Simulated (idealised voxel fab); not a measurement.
Presented below is a process module, voxel tone inversion.
Xsec cut, 275 nm wide, square cell size 5 nm.
Square cells in a grid make up a cross-section in this document, and the grid is given as bands, listed from the top down, each one or more rows of cells.
It is stipulated that each band's entry specify, in nanometres, the height of the top of the band and then that of its bottom, followed by the materials of the band in left-to-right sequence, each together with its width in nanometres. A single material marked by the word "everywhere" is understood to fill the band from edge to edge; the word "air" is understood to denote empty space.
Height reference: 0 = level under which incoming wafer is all one material. Lowest band: no bottom, runs on downward, e.g. "0 nm and below".
When a width is written as two numbers, as in "30..40", the first number is the width in the top row of cells of the band and the second is the width in its bottom row, and the width changes by the same amount from each row to the next.
"nothing different" (step): cross-section cells unchanged, all of them.
Closed-off voids of 8+ cells (no open route to the top) go in "Closed void roster", written width x height at distance from the left edge, in nm.
What comes after the settings on a step's line is commentary from the simulator itself on that step.
overlay nm: mask right of planned place by this much (step with mask). Neg. = left.
# These are the steps we planned for the process
step 1: RECEIVE,material Si
step 2: CONFORMAL_DEP,material SiN,thk nm 5
step 3: DIRECTIONAL_DEP,material polySi,thk nm 20
step 4: PATTERN,tone cover,mask id POSTS,material resist,width nm 15,pitch nm 40,thk nm 25,overlay nm 0
step 5: DIRECTIONAL_ETCH,etch materials polySi,depth nm 20
step 6: STRIP,etch materials resist
step 7: FILL_DEP,material lowk,thk nm 5
step 8: CMP,height nm 25
step 9: STRIP,etch materials polySi
step 10: CONFORMAL_DEP,material TiN,thk nm 5
step 11: FILL_DEP,material Ru,thk nm 10
step 12: CMP,height nm 25
step 13: CONFORMAL_DEP,material SiCN,thk nm 5
# Cross-section, incoming material, after step 1
> 0 nm and below  Si everywhere
> Closed void roster: none
# Looking at the first of two wafers in cross-section at end of module - ran to plan
> 30 nm to 25 nm  SiCN everywhere
> 25 nm to 10 nm  lowk 70 nm / TiN 5 nm / Ru 5 nm / TiN 5 nm / lowk 25 nm / TiN 5 nm / Ru 5 nm / TiN 5 nm / lowk 25 nm / TiN 5 nm / Ru 5 nm / TiN 5 nm / lowk 25 nm / TiN 5 nm / Ru 5 nm / TiN 5 nm / lowk 70 nm
> 10 nm to 5 nm  lowk 70 nm / TiN 15 nm / lowk 25 nm / TiN 15 nm / lowk 25 nm / TiN 15 nm / lowk 25 nm / TiN 15 nm / lowk 70 nm
> 5 nm to 0 nm  SiN everywhere
> 0 nm and below  Si everywhere
> Closed void roster: none
# Second wafer of the two, sectioned at the end of the module. It began like the first and followed the same plan, but one mistake was made while running it
> 45 nm to 40 nm  SiCN everywhere
> 40 nm to 30 nm  Ru everywhere
> 30 nm to 25 nm  TiN 75 nm / Ru 5 nm / TiN 35 nm / Ru 5 nm / TiN 35 nm / Ru 5 nm / TiN 35 nm / Ru 5 nm / TiN 75 nm
> 25 nm to 10 nm  lowk 70 nm / TiN 5 nm / Ru 5 nm / TiN 5 nm / lowk 25 nm / TiN 5 nm / Ru 5 nm / TiN 5 nm / lowk 25 nm / TiN 5 nm / Ru 5 nm / TiN 5 nm / lowk 25 nm / TiN 5 nm / Ru 5 nm / TiN 5 nm / lowk 70 nm
> 10 nm to 5 nm  lowk 70 nm / TiN 15 nm / lowk 25 nm / TiN 15 nm / lowk 25 nm / TiN 15 nm / lowk 25 nm / TiN 15 nm / lowk 70 nm
> 5 nm to 0 nm  SiN everywhere
> 0 nm and below  Si everywhere
> Closed void roster: none
Want to know what went wrong? step 12 of the plan got skipped, so it never ran
The closing comparison, in cells, has the second wafer with more or fewer of some materials than the first: +114 Ru | +51 TiN
